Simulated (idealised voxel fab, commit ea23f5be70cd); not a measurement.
process module | voxel self aligned vias
cross-section cut | 220 nm wide | cells 5 nm
A cross-section is a grid of square cells, given in bands from the top down. A band is one or more rows of cells.
Each band's line starts with the height of the band's top and of its bottom, in nm. Then come its materials from left to right, each with its width in nm. One material with "throughout" fills the band from edge to edge. "air" is empty space.
Height 0 is the level under which the wafer as received is all one material. The lowest band goes on downwards, as in "0 down".
A width such as "30 to 40" changes by the same amount from each row of cells to the next, from the band's top row to its bottom row.
"no change" after a step means that no cell of the cross-section changed.
closed voids: empty space of 8 cells or more with no open way to the top, each as width x height at its distance from the left edge, in nm
after a step's settings: what the simulator itself notes on the step
overlay nm, on a step with a mask: how far to the right of its planned place the mask lay; to the left if negative
plan
1 op RECEIVE | material Si
2 op CONFORMAL_DEP | material SiO2 | thk nm 10
3 op CONFORMAL_DEP | material SiCN | thk nm 5
4 op DIRECTIONAL_DEP | material SiO2 | thk nm 20
5 op MASKED_ETCH | tone open | mask id LINES | width nm 20 | pitch nm 60 | etch materials SiO2 | depth nm 20 | overlay nm 0
6 op CONFORMAL_DEP | material TiN | thk nm 5
7 op FILL_DEP | material W | thk nm 5
8 op CMP | height nm 35
9 op SELECTIVE_ETCH | etch materials W Ru TiN | depth nm 10
10 op FILL_DEP | material SiN | thk nm 5
11 op CMP | height nm 35
12 op DIRECTIONAL_DEP | material SiO2 | thk nm 15
13 op DIRECTIONAL_DEP | material aC | thk nm 15
14 op PATTERN | tone open | mask id VIAS | material resist | width nm 40 | pitch nm 120 | thk nm 30 | overlay nm 0
15 op DIRECTIONAL_ETCH | etch materials aC | depth nm 15
16 op STRIP | etch materials resist
17 op DIRECTIONAL_ETCH | etch materials SiO2 | depth nm 15
18 op DIRECTIONAL_ETCH | etch materials SiN | depth nm 10
19 op STRIP | etch materials aC
20 op CONFORMAL_DEP | material TiN | thk nm 5
21 op FILL_DEP | material W | thk nm 5
22 op CMP | height nm 50
23 op CONFORMAL_DEP | material SiCN | thk nm 5
as received, after step 1
  0 down: Si throughout
  closed voids: none
a wafer at the end: this start, this plan, one mistake
  55 to 50: SiCN throughout
  50 to 40: SiO2 30 | TiN 5 | aC 30 | TiN 5 | SiO2 80 | TiN 5 | aC 30 | TiN 5 | SiO2 30
  40 to 35: SiO2 30 | TiN 15 | aC 10 | TiN 15 | SiO2 80 | TiN 15 | aC 10 | TiN 15 | SiO2 30
  35 to 30: SiO2 40 | TiN 5 | aC 10 | TiN 5 | SiO2 40 | SiN 20 | SiO2 40 | TiN 5 | aC 10 | TiN 5 | SiO2 40
  30 to 25: SiO2 40 | TiN 20 | SiO2 40 | SiN 20 | SiO2 40 | TiN 20 | SiO2 40
  25 to 20: SiO2 40 | TiN 5 | W 10 | TiN 5 | SiO2 40 | TiN 5 | W 10 | TiN 5 | SiO2 40 | TiN 5 | W 10 | TiN 5 | SiO2 40
  20 to 15: SiO2 40 | TiN 20 | SiO2 40 | TiN 20 | SiO2 40 | TiN 20 | SiO2 40
  15 to 10: SiCN throughout
  10 to 0: SiO2 throughout
  0 down: Si throughout
  closed voids: none
what went wrong: step 21 ran as: op FILL_DEP | material aC | thk nm 5
